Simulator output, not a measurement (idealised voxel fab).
This is a process module. Its name is voxel ribs on slabs.
Cross-section cut spans 270 nm and uses square cells 5 nm in size.
If you're reading a cross-section in this doc, picture square cells in a grid; it comes to you as bands, top ones listed first down to the bottom, and a band can be one or more rows of cells.
In this notation a band is specified by the heights of its top and bottom, in that order and in nm, after which its materials appear from left to right, each paired with its width in nm. The word "everywhere" attached to a single material means that material fills the band from edge to edge; the word "blank" stands for empty space.
For the purposes of this specification, 0 denotes the height below which the wafer in its as-received condition is composed wholly of one material, and the lowermost band, lacking a lower limit, extends downward without end, as expressed in "z 0 and below".
With a width like "30 to 40", each row of cells in the band differs from the next by the same amount, the top row carrying the first number and the bottom row the second.
For the purposes of this document, the phrase "nothing changed" attached to a step denotes that no cell within the cross-section was modified by that step.
Heads up: "Cavities, closed" only lists the empty pockets with no open path to the top that are 8 cells or more, and it writes them as width x height at distance, distance from the left edge, in nm.
Where a step's line continues beyond its settings, the continuation is a remark by the simulator itself on that step.
A step line may carry the setting "overlay nm", which, for steps involving a mask, states the distance by which the mask lay to the right of its intended position; negative values denote displacement to the left.

List of planned process steps
step 1: RECEIVE (material Si)
step 2: DIRECTIONAL_DEP (material SiO2; thk nm 25)
step 3: DIRECTIONAL_DEP (material SiN; thk nm 20)
step 4: PATTERN (tone cover; mask id RIB; material resist; width nm 15; thk nm 20; overlay nm 0)
step 5: DIRECTIONAL_ETCH (etch materials SiN; depth nm 5)
step 6: STRIP (etch materials resist)
step 7: PATTERN (tone cover; mask id SLAB; material resist; width nm 75; thk nm 20; overlay nm 0)
step 8: DIRECTIONAL_ETCH (etch materials SiN; depth nm 15)
step 9: STRIP (etch materials resist)
step 10: FILL_DEP (material SiO2; thk nm 25)
step 11: CMP (height nm 60)
step 12: DIRECTIONAL_DEP (material W; thk nm 5)
step 13: MASKED_ETCH (tone cover; mask id HEATER; width nm 25; etch materials W; depth nm 5; overlay nm 0)
step 14: CONFORMAL_DEP (material SiO2; thk nm 5)
varied across the wafers: width nm of step 4. The plan shows the first wafer's value. All wafers start alike

Cross-section of the first of several wafers on receipt, reflecting completion of step 1
- z 0 and below: Si everywhere
- Cavities, closed: none

Note: the following table is arranged by wafer, a row apiece. Each row reports the end-of-module state: per material, cells gained (+) or cells lost (-) compared with the wafer as received; closed voids follow
width nm 15 | +48 SiN | +656 SiO2 | +5 W | Cavities, closed: none
width nm 20 | +49 SiN | +655 SiO2 | +5 W | Cavities, closed: none
width nm 25 | +50 SiN | +654 SiO2 | +5 W | Cavities, closed: none
width nm 30 | +51 SiN | +653 SiO2 | +5 W | Cavities, closed: none
